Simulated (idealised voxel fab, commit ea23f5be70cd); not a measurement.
A process module follows: voxel transistor to metal.
Cross-section cut spans 140 nm and uses square cells 5 nm in size.
In what follows, cross-sections appear as grids of square cells, described through bands that run from the top down, where every band is one or more rows of cells. The entry gives the band's vertical extent as a top height and a bottom height in nm, then its horizontal make-up as materials from left to right, each with a width in nm. "air" stands for empty space; a single material marked "everywhere" fills the band edge to edge. Basically, 0 is our baseline, since under it the wafer straight out of the box is all one material. The bottom band has no lower end and keeps on going down, so it looks like "0 and below". Quick explanation for "30 to 40": the width changes in equal steps down the rows of cells, from the first number in the band's top row to the second number in its bottom row. Given "no alteration" for a step, no cell of the cross-section differs between before and after that step. Voids not open to the top, 8 cells minimum: see "Trapped voids". Written width x height at distance; distance is from the left edge; nm. What comes after the settings on a step's line is commentary from the simulator itself on that step. overlay nm: step with mask; distance mask lay right of planned place; negative value = left of planned place.

PROCESS STEPS - PLAN
1 RECEIVE [material Si]
2 OXIDIZE [depth nm 5]
3 CONFORMAL_DEP [material SiN] [thk nm 15]
4 DIRECTIONAL_DEP [material aC] [thk nm 15]
5 PATTERN [tone cover] [mask id ACTIVE] [material resist] [width nm 105] [thk nm 30] [overlay nm 0]
6 DIRECTIONAL_ETCH [etch materials aC] [depth nm 15]
7 STRIP [etch materials resist]
8 DIRECTIONAL_ETCH [etch materials SiN] [depth nm 15]
9 DIRECTIONAL_ETCH [etch materials SiO2] [depth nm 5]
10 DIRECTIONAL_ETCH [etch materials Si] [depth nm 20]
11 STRIP [etch materials aC]
12 OXIDIZE [depth nm 5]
13 FILL_DEP [material SiO2] [thk nm 5]
14 CMP [height nm 15]
15 SELECTIVE_ETCH [etch materials SiO2] [depth nm 10]
16 STRIP [etch materials SiN]
17 SELECTIVE_ETCH [etch materials SiO2] [depth nm 5]
18 OXIDIZE [depth nm 5]
19 DIRECTIONAL_DEP [material polySi] [thk nm 30]
20 DIRECTIONAL_DEP [material SiCN] [thk nm 15]
21 PATTERN [tone cover] [mask id GATE] [material resist] [width nm 25] [thk nm 20] [overlay nm 0]
22 DIRECTIONAL_ETCH [etch materials SiCN] [depth nm 25]
23 DIRECTIONAL_ETCH [etch materials polySi] [depth nm 40]
24 STRIP [etch materials resist]
25 CONFORMAL_DEP [material SiN] [thk nm 5]
26 DIRECTIONAL_ETCH [etch materials SiN] [depth nm 5]
27 DIRECTIONAL_ETCH [etch materials SiO2] [depth nm 5]
28 DIRECTIONAL_ETCH [etch materials Si] [depth nm 15]
29 EPI [material nSi] [thk nm 15]
30 FILL_DEP [material SiO2] [thk nm 5]
31 CMP [height nm 40]
32 DIRECTIONAL_DEP [material SiO2] [thk nm 10]
33 MASKED_ETCH [tone open] [mask id CONTACT] [width nm 20] [pitch nm 75] [etch materials SiO2] [depth nm 60] [overlay nm 0]
34 CONFORMAL_DEP [material TiN] [thk nm 5]
35 FILL_DEP [material Ru] [thk nm 5]
36 CMP [height nm 50]
37 DIRECTIONAL_DEP [material TiN] [thk nm 5]
38 DIRECTIONAL_DEP [material Ru] [thk nm 20]
39 DIRECTIONAL_DEP [material aC] [thk nm 15]
40 PATTERN [tone cover] [mask id METAL_1] [material resist] [width nm 20] [pitch nm 75] [thk nm 35] [overlay nm 0]
41 DIRECTIONAL_ETCH [etch materials aC] [depth nm 15]
42 STRIP [etch materials resist]
43 DIRECTIONAL_ETCH [etch materials Ru] [depth nm 20]
44 DIRECTIONAL_ETCH [etch materials TiN] [depth nm 5]
45 STRIP [etch materials aC]
46 CONFORMAL_DEP [material SiCN] [thk nm 5]
47 FILL_DEP [material lowk] [thk nm 10]
48 CMP [height nm 75]
49 CONFORMAL_DEP [material SiN] [thk nm 5]

FIRST WAFER, TWO IN TOTAL, RUN AS PLANNED

SO THIS IS THE INCOMING WAFER IN CROSS-SECTION - IT'S ALREADY BEEN THROUGH STEP 1
0 and below: Si everywhere
Trapped voids: none

CROSS-SECTION OF THE WAFER SUBSEQUENT TO STEP 2
0 down to -5: SiO2 everywhere
All layers under -5 are left as they were.

CROSS-SECTION OF THE WAFER SUBSEQUENT TO STEP 3
15 down to 0: SiN everywhere
All layers under 0 are left as they were.

CROSS-SECTION OF THE WAFER SUBSEQUENT TO STEP 4
30 down to 15: aC everywhere
All layers under 15 are left as they were.

CROSS-SECTION OF THE WAFER SUBSEQUENT TO STEP 5
60 down to 30: air 15 nm / resist 105 nm / air 20 nm
All layers under 30 are left as they were.

CROSS-SECTION OF THE WAFER SUBSEQUENT TO STEP 6
45 down to 30: air 15 nm / resist 105 nm / air 20 nm
30 down to 15: air 15 nm / aC 105 nm / air 20 nm
All layers under 15 are left as they were.

CROSS-SECTION OF THE WAFER SUBSEQUENT TO STEP 7
30 down to 15: air 15 nm / aC 105 nm / air 20 nm
All layers under 15 are left as they were.

CROSS-SECTION OF THE WAFER SUBSEQUENT TO STEP 8
30 down to 15: air 15 nm / aC 105 nm / air 20 nm
15 down to 0: air 15 nm / SiN 105 nm / air 20 nm
All layers under 0 are left as they were.

CROSS-SECTION OF THE WAFER SUBSEQUENT TO STEP 9
30 down to 15: air 15 nm / aC 105 nm / air 20 nm
15 down to 0: air 15 nm / SiN 105 nm / air 20 nm
0 down to -5: air 15 nm / SiO2 105 nm / air 20 nm
All layers under -5 are left as they were.

CROSS-SECTION OF THE WAFER SUBSEQUENT TO STEP 10
30 down to 15: air 15 nm / aC 105 nm / air 20 nm
15 down to 0: air 15 nm / SiN 105 nm / air 20 nm
0 down to -5: air 15 nm / SiO2 105 nm / air 20 nm
-5 down to -25: air 15 nm / Si 105 nm / air 20 nm
All layers under -25 are left as they were.

CROSS-SECTION OF THE WAFER SUBSEQUENT TO STEP 11
15 down to 0: air 15 nm / SiN 105 nm / air 20 nm
All layers under 0 are left as they were.

CROSS-SECTION OF THE WAFER SUBSEQUENT TO STEP 12
15 down to 0: air 15 nm / SiN 105 nm / air 20 nm
0 down to -5: air 15 nm / SiO2 105 nm / air 20 nm
-5 down to -25: air 15 nm / SiO2 5 nm / Si 95 nm / SiO2 5 nm / air 20 nm
-25 down to -30: SiO2 20 nm / Si 95 nm / SiO2 25 nm
All layers under -30 are left as they were.

CROSS-SECTION OF THE WAFER SUBSEQUENT TO STEP 13
20 down to 15: SiO2 everywhere
15 down to 0: SiO2 15 nm / SiN 105 nm / SiO2 20 nm
0 down to -5: SiO2 everywhere
-5 down to -30: SiO2 20 nm / Si 95 nm / SiO2 25 nm
All layers under -30 are left as they were.

CROSS-SECTION OF THE WAFER SUBSEQUENT TO STEP 14
15 down to 0: SiO2 15 nm / SiN 105 nm / SiO2 20 nm
All layers under 0 are left as they were.

CROSS-SECTION OF THE WAFER SUBSEQUENT TO STEP 15
15 down to 5: air 15 nm / SiN 105 nm / air 20 nm
All layers under 5 are left as they were.

CROSS-SECTION OF THE WAFER SUBSEQUENT TO STEP 16
5 down to 0: SiO2 15 nm / air 105 nm / SiO2 20 nm
All layers under 0 are left as they were.

CROSS-SECTION OF THE WAFER SUBSEQUENT TO STEP 17
0 down to -5: SiO2 10 nm / air 115 nm / SiO2 15 nm
All layers under -5 are left as they were.

CROSS-SECTION OF THE WAFER SUBSEQUENT TO STEP 18
0 down to -5: SiO2 10 nm / air 115 nm / SiO2 15 nm
-5 down to -10: SiO2 everywhere
All layers under -10 are left as they were.

CROSS-SECTION OF THE WAFER SUBSEQUENT TO STEP 19
30 down to 25: polySi 10 nm / air 115 nm / polySi 15 nm
25 down to 0: polySi everywhere
0 down to -5: SiO2 10 nm / polySi 115 nm / SiO2 15 nm
All layers under -5 are left as they were.

CROSS-SECTION OF THE WAFER SUBSEQUENT TO STEP 20
45 down to 40: SiCN 10 nm / air 115 nm / SiCN 15 nm
40 down to 30: SiCN everywhere
30 down to 25: polySi 10 nm / SiCN 115 nm / polySi 15 nm
All layers under 25 are left as they were.

CROSS-SECTION OF THE WAFER SUBSEQUENT TO STEP 21
65 down to 45: air 55 nm / resist 25 nm / air 60 nm
45 down to 40: SiCN 10 nm / air 45 nm / resist 25 nm / air 45 nm / SiCN 15 nm
All layers under 40 are left as they were.

CROSS-SECTION OF THE WAFER SUBSEQUENT TO STEP 22
65 down to 40: air 55 nm / resist 25 nm / air 60 nm
40 down to 30: air 55 nm / SiCN 25 nm / air 60 nm
30 down to 25: polySi 10 nm / air 45 nm / SiCN 25 nm / air 45 nm / polySi 15 nm
All layers under 25 are left as they were.

CROSS-SECTION OF THE WAFER SUBSEQUENT TO STEP 23
65 down to 40: air 55 nm / resist 25 nm / air 60 nm
40 down to 25: air 55 nm / SiCN 25 nm / air 60 nm
25 down to 0: air 55 nm / polySi 25 nm / air 60 nm
0 down to -5: SiO2 10 nm / air 45 nm / polySi 25 nm / air 45 nm / SiO2 15 nm
All layers under -5 are left as they were.

CROSS-SECTION OF THE WAFER SUBSEQUENT TO STEP 24
40 down to 25: air 55 nm / SiCN 25 nm / air 60 nm
All layers under 25 are left as they were.

CROSS-SECTION OF THE WAFER SUBSEQUENT TO STEP 25
45 down to 40: air 50 nm / SiN 35 nm / air 55 nm
40 down to 25: air 50 nm / SiN 5 nm / SiCN 25 nm / SiN 5 nm / air 55 nm
25 down to 5: air 50 nm / SiN 5 nm / polySi 25 nm / SiN 5 nm / air 55 nm
5 down to 0: SiN 15 nm / air 35 nm / SiN 5 nm / polySi 25 nm / SiN 5 nm / air 35 nm / SiN 20 nm
0 down to -5: SiO2 10 nm / SiN 45 nm / polySi 25 nm / SiN 45 nm / SiO2 15 nm
All layers under -5 are left as they were.

CROSS-SECTION OF THE WAFER SUBSEQUENT TO STEP 26
40 down to 25: air 50 nm / SiN 5 nm / SiCN 25 nm / SiN 5 nm / air 55 nm
25 down to 0: air 50 nm / SiN 5 nm / polySi 25 nm / SiN 5 nm / air 55 nm
0 down to -5: SiO2 10 nm / SiN 5 nm / air 35 nm / SiN 5 nm / polySi 25 nm / SiN 5 nm / air 35 nm / SiN 5 nm / SiO2 15 nm
All layers under -5 are left as they were.

CROSS-SECTION OF THE WAFER SUBSEQUENT TO STEP 27
40 down to 25: air 50 nm / SiN 5 nm / SiCN 25 nm / SiN 5 nm / air 55 nm
25 down to 0: air 50 nm / SiN 5 nm / polySi 25 nm / SiN 5 nm / air 55 nm
0 down to -5: air 10 nm / SiN 5 nm / air 35 nm / SiN 5 nm / polySi 25 nm / SiN 5 nm / air 35 nm / SiN 5 nm / air 15 nm
-5 down to -10: SiO2 15 nm / air 35 nm / SiO2 35 nm / air 35 nm / SiO2 20 nm
All layers under -10 are left as they were.

CROSS-SECTION OF THE WAFER SUBSEQUENT TO STEP 28
40 down to 25: air 50 nm / SiN 5 nm / SiCN 25 nm / SiN 5 nm / air 55 nm
25 down to 0: air 50 nm / SiN 5 nm / polySi 25 nm / SiN 5 nm / air 55 nm
0 down to -5: air 10 nm / SiN 5 nm / air 35 nm / SiN 5 nm / polySi 25 nm / SiN 5 nm / air 35 nm / SiN 5 nm / air 15 nm
-5 down to -10: SiO2 15 nm / air 35 nm / SiO2 35 nm / air 35 nm / SiO2 20 nm
-10 down to -25: SiO2 20 nm / air 30 nm / Si 35 nm / air 30 nm / SiO2 25 nm
All layers under -25 are left as they were.

CROSS-SECTION OF THE WAFER SUBSEQUENT TO STEP 29
40 down to 25: air 50 nm / SiN 5 nm / SiCN 25 nm / SiN 5 nm / air 55 nm
25 down to 5: air 50 nm / SiN 5 nm / polySi 25 nm / SiN 5 nm / air 55 nm
5 down to 0: air 35 nm / nSi 15 nm / SiN 5 nm / polySi 25 nm / SiN 5 nm / nSi 15 nm / air 40 nm
0 down to -5: air 10 nm / SiN 5 nm / air 20 nm / nSi 15 nm / SiN 5 nm / polySi 25 nm / SiN 5 nm / nSi 15 nm / air 20 nm / SiN 5 nm / air 15 nm
-5 down to -10: SiO2 15 nm / air 20 nm / nSi 15 nm / SiO2 35 nm / nSi 15 nm / air 20 nm / SiO2 20 nm
-10 down to -25: SiO2 20 nm / nSi 30 nm / Si 35 nm / nSi 30 nm / SiO2 25 nm
All layers under -25 are left as they were.

CROSS-SECTION OF THE WAFER SUBSEQUENT TO STEP 30
45 down to 40: SiO2 everywhere
40 down to 25: SiO2 50 nm / SiN 5 nm / SiCN 25 nm / SiN 5 nm / SiO2 55 nm
25 down to 5: SiO2 50 nm / SiN 5 nm / polySi 25 nm / SiN 5 nm / SiO2 55 nm
5 down to 0: SiO2 35 nm / nSi 15 nm / SiN 5 nm / polySi 25 nm / SiN 5 nm / nSi 15 nm / SiO2 40 nm
0 down to -5: SiO2 10 nm / SiN 5 nm / SiO2 20 nm / nSi 15 nm / SiN 5 nm / polySi 25 nm / SiN 5 nm / nSi 15 nm / SiO2 20 nm / SiN 5 nm / SiO2 15 nm
-5 down to -10: SiO2 35 nm / nSi 15 nm / SiO2 35 nm / nSi 15 nm / SiO2 40 nm
All layers under -10 are left as they were.

CROSS-SECTION OF THE WAFER SUBSEQUENT TO STEP 31
40 down to 25: SiO2 50 nm / SiN 5 nm / SiCN 25 nm / SiN 5 nm / SiO2 55 nm
All layers under 25 are left as they were.

CROSS-SECTION OF THE WAFER SUBSEQUENT TO STEP 32
50 down to 40: SiO2 everywhere
All layers under 40 are left as they were.

CROSS-SECTION OF THE WAFER SUBSEQUENT TO STEP 33
50 down to 40: SiO2 20 nm / air 20 nm / SiO2 55 nm / air 20 nm / SiO2 25 nm
40 down to 25: SiO2 20 nm / air 20 nm / SiO2 10 nm / SiN 5 nm / SiCN 25 nm / SiN 5 nm / SiO2 10 nm / air 20 nm / SiO2 25 nm
25 down to 5: SiO2 20 nm / air 20 nm / SiO2 10 nm / SiN 5 nm / polySi 25 nm / SiN 5 nm / SiO2 10 nm / air 20 nm / SiO2 25 nm
5 down to 0: SiO2 20 nm / air 15 nm / nSi 15 nm / SiN 5 nm / polySi 25 nm / SiN 5 nm / nSi 15 nm / air 15 nm / SiO2 25 nm
0 down to -5: SiO2 10 nm / SiN 5 nm / SiO2 5 nm / air 15 nm / nSi 15 nm / SiN 5 nm / polySi 25 nm / SiN 5 nm / nSi 15 nm / air 15 nm / SiO2 5 nm / SiN 5 nm / SiO2 15 nm
-5 down to -10: SiO2 20 nm / air 15 nm / nSi 15 nm / SiO2 35 nm / nSi 15 nm / air 15 nm / SiO2 25 nm
All layers under -10 are left as they were.

CROSS-SECTION OF THE WAFER SUBSEQUENT TO STEP 34
55 down to 50: TiN 25 nm / air 10 nm / TiN 65 nm / air 10 nm / TiN 30 nm
50 down to 40: SiO2 20 nm / TiN 5 nm / air 10 nm / TiN 5 nm / SiO2 55 nm / TiN 5 nm / air 10 nm / TiN 5 nm / SiO2 25 nm
40 down to 25: SiO2 20 nm / TiN 5 nm / air 10 nm / TiN 5 nm / SiO2 10 nm / SiN 5 nm / SiCN 25 nm / SiN 5 nm / SiO2 10 nm / TiN 5 nm / air 10 nm / TiN 5 nm / SiO2 25 nm
25 down to 10: SiO2 20 nm / TiN 5 nm / air 10 nm / TiN 5 nm / SiO2 10 nm / SiN 5 nm / polySi 25 nm / SiN 5 nm / SiO2 10 nm / TiN 5 nm / air 10 nm / TiN 5 nm / SiO2 25 nm
10 down to 5: SiO2 20 nm / TiN 5 nm / air 5 nm / TiN 10 nm / SiO2 10 nm / SiN 5 nm / polySi 25 nm / SiN 5 nm / SiO2 10 nm / TiN 10 nm / air 5 nm / TiN 5 nm / SiO2 25 nm
5 down to 0: SiO2 20 nm / TiN 5 nm / air 5 nm / TiN 5 nm / nSi 15 nm / SiN 5 nm / polySi 25 nm / SiN 5 nm / nSi 15 nm / TiN 5 nm / air 5 nm / TiN 5 nm / SiO2 25 nm
0 down to -5: SiO2 10 nm / SiN 5 nm / SiO2 5 nm / TiN 5 nm / air 5 nm / TiN 5 nm / nSi 15 nm / SiN 5 nm / polySi 25 nm / SiN 5 nm / nSi 15 nm / TiN 5 nm / air 5 nm / TiN 5 nm / SiO2 5 nm / SiN 5 nm / SiO2 15 nm
-5 down to -10: SiO2 20 nm / TiN 15 nm / nSi 15 nm / SiO2 35 nm / nSi 15 nm / TiN 15 nm / SiO2 25 nm
All layers under -10 are left as they were.

CROSS-SECTION OF THE WAFER SUBSEQUENT TO STEP 35
60 down to 55: Ru everywhere
55 down to 50: TiN 25 nm / Ru 10 nm / TiN 65 nm / Ru 10 nm / TiN 30 nm
50 down to 40: SiO2 20 nm / TiN 5 nm / Ru 10 nm / TiN 5 nm / SiO2 55 nm / TiN 5 nm / Ru 10 nm / TiN 5 nm / SiO2 25 nm
40 down to 25: SiO2 20 nm / TiN 5 nm / Ru 10 nm / TiN 5 nm / SiO2 10 nm / SiN 5 nm / SiCN 25 nm / SiN 5 nm / SiO2 10 nm / TiN 5 nm / Ru 10 nm / TiN 5 nm / SiO2 25 nm
25 down to 10: SiO2 20 nm / TiN 5 nm / Ru 10 nm / TiN 5 nm / SiO2 10 nm / SiN 5 nm / polySi 25 nm / SiN 5 nm / SiO2 10 nm / TiN 5 nm / Ru 10 nm / TiN 5 nm / SiO2 25 nm
10 down to 5: SiO2 20 nm / TiN 5 nm / Ru 5 nm / TiN 10 nm / SiO2 10 nm / SiN 5 nm / polySi 25 nm / SiN 5 nm / SiO2 10 nm / TiN 10 nm / Ru 5 nm / TiN 5 nm / SiO2 25 nm
5 down to 0: SiO2 20 nm / TiN 5 nm / Ru 5 nm / TiN 5 nm / nSi 15 nm / SiN 5 nm / polySi 25 nm / SiN 5 nm / nSi 15 nm / TiN 5 nm / Ru 5 nm / TiN 5 nm / SiO2 25 nm
0 down to -5: SiO2 10 nm / SiN 5 nm / SiO2 5 nm / TiN 5 nm / Ru 5 nm / TiN 5 nm / nSi 15 nm / SiN 5 nm / polySi 25 nm / SiN 5 nm / nSi 15 nm / TiN 5 nm / Ru 5 nm / TiN 5 nm / SiO2 5 nm / SiN 5 nm / SiO2 15 nm
All layers under -5 are left as they were.

CROSS-SECTION OF THE WAFER SUBSEQUENT TO STEP 36
50 down to 40: SiO2 20 nm / TiN 5 nm / Ru 10 nm / TiN 5 nm / SiO2 55 nm / TiN 5 nm / Ru 10 nm / TiN 5 nm / SiO2 25 nm
All layers under 40 are left as they were.

CROSS-SECTION OF THE WAFER SUBSEQUENT TO STEP 37
55 down to 50: TiN everywhere
All layers under 50 are left as they were.

CROSS-SECTION OF THE WAFER SUBSEQUENT TO STEP 38
75 down to 55: Ru everywhere
All layers under 55 are left as they were.

CROSS-SECTION OF THE WAFER SUBSEQUENT TO STEP 39
90 down to 75: aC everywhere
All layers under 75 are left as they were.

CROSS-SECTION OF THE WAFER SUBSEQUENT TO STEP 40
125 down to 90: air 20 nm / resist 20 nm / air 55 nm / resist 20 nm / air 25 nm
All layers under 90 are left as they were.

CROSS-SECTION OF THE WAFER SUBSEQUENT TO STEP 41
110 down to 90: air 20 nm / resist 20 nm / air 55 nm / resist 20 nm / air 25 nm
90 down to 75: air 20 nm / aC 20 nm / air 55 nm / aC 20 nm / air 25 nm
All layers under 75 are left as they were.

CROSS-SECTION OF THE WAFER SUBSEQUENT TO STEP 42
90 down to 75: air 20 nm / aC 20 nm / air 55 nm / aC 20 nm / air 25 nm
All layers under 75 are left as they were.

CROSS-SECTION OF THE WAFER SUBSEQUENT TO STEP 43
90 down to 75: air 20 nm / aC 20 nm / air 55 nm / aC 20 nm / air 25 nm
75 down to 55: air 20 nm / Ru 20 nm / air 55 nm / Ru 20 nm / air 25 nm
All layers under 55 are left as they were.

CROSS-SECTION OF THE WAFER SUBSEQUENT TO STEP 44
90 down to 75: air 20 nm / aC 20 nm / air 55 nm / aC 20 nm / air 25 nm
75 down to 55: air 20 nm / Ru 20 nm / air 55 nm / Ru 20 nm / air 25 nm
55 down to 50: air 20 nm / TiN 20 nm / air 55 nm / TiN 20 nm / air 25 nm
All layers under 50 are left as they were.

CROSS-SECTION OF THE WAFER SUBSEQUENT TO STEP 45
75 down to 55: air 20 nm / Ru 20 nm / air 55 nm / Ru 20 nm / air 25 nm
All layers under 55 are left as they were.

CROSS-SECTION OF THE WAFER SUBSEQUENT TO STEP 46
80 down to 75: air 15 nm / SiCN 30 nm / air 45 nm / SiCN 30 nm / air 20 nm
75 down to 55: air 15 nm / SiCN 5 nm / Ru 20 nm / SiCN 5 nm / air 45 nm / SiCN 5 nm / Ru 20 nm / SiCN 5 nm / air 20 nm
55 down to 50: SiCN 20 nm / TiN 20 nm / SiCN 55 nm / TiN 20 nm / SiCN 25 nm
All layers under 50 are left as they were.

CROSS-SECTION OF THE WAFER SUBSEQUENT TO STEP 47
90 down to 80: lowk everywhere
80 down to 75: lowk 15 nm / SiCN 30 nm / lowk 45 nm / SiCN 30 nm / lowk 20 nm
75 down to 55: lowk 15 nm / SiCN 5 nm / Ru 20 nm / SiCN 5 nm / lowk 45 nm / SiCN 5 nm / Ru 20 nm / SiCN 5 nm / lowk 20 nm
All layers under 55 are left as they were.

CROSS-SECTION OF THE WAFER SUBSEQUENT TO STEP 48
75 down to 55: lowk 15 nm / SiCN 5 nm / Ru 20 nm / SiCN 5 nm / lowk 45 nm / SiCN 5 nm / Ru 20 nm / SiCN 5 nm / lowk 20 nm
All layers under 55 are left as they were.

CROSS-SECTION OF THE WAFER SUBSEQUENT TO STEP 49
80 down to 75: SiN everywhere
All layers under 75 are left as they were.

WAFER TWO. SAME START, SAME PLAN, ONE SLIP IN EXECUTION. SAME AS WAFER ONE THROUGH STEP 47, INCLUSIVE

WHEN STEP 48 SHOULD HAVE ENDED
65 down to 55: lowk 15 nm / SiCN 5 nm / Ru 20 nm / SiCN 5 nm / lowk 45 nm / SiCN 5 nm / Ru 20 nm / SiCN 5 nm / lowk 20 nm
All layers under 55 are left as they were.

WHEN STEP 49 SHOULD HAVE ENDED
70 down to 65: SiN everywhere
All layers under 65 are left as they were.
Here's what went sideways: it should be noted that step 48 was executed with settings other than those planned, the operation and settings actually applied being CMP [height nm 65]
The second wafer ends with more or fewer cells of some materials than the first, per final count: 16 fewer of Ru; 8 fewer of SiCN; 32 fewer of lowk
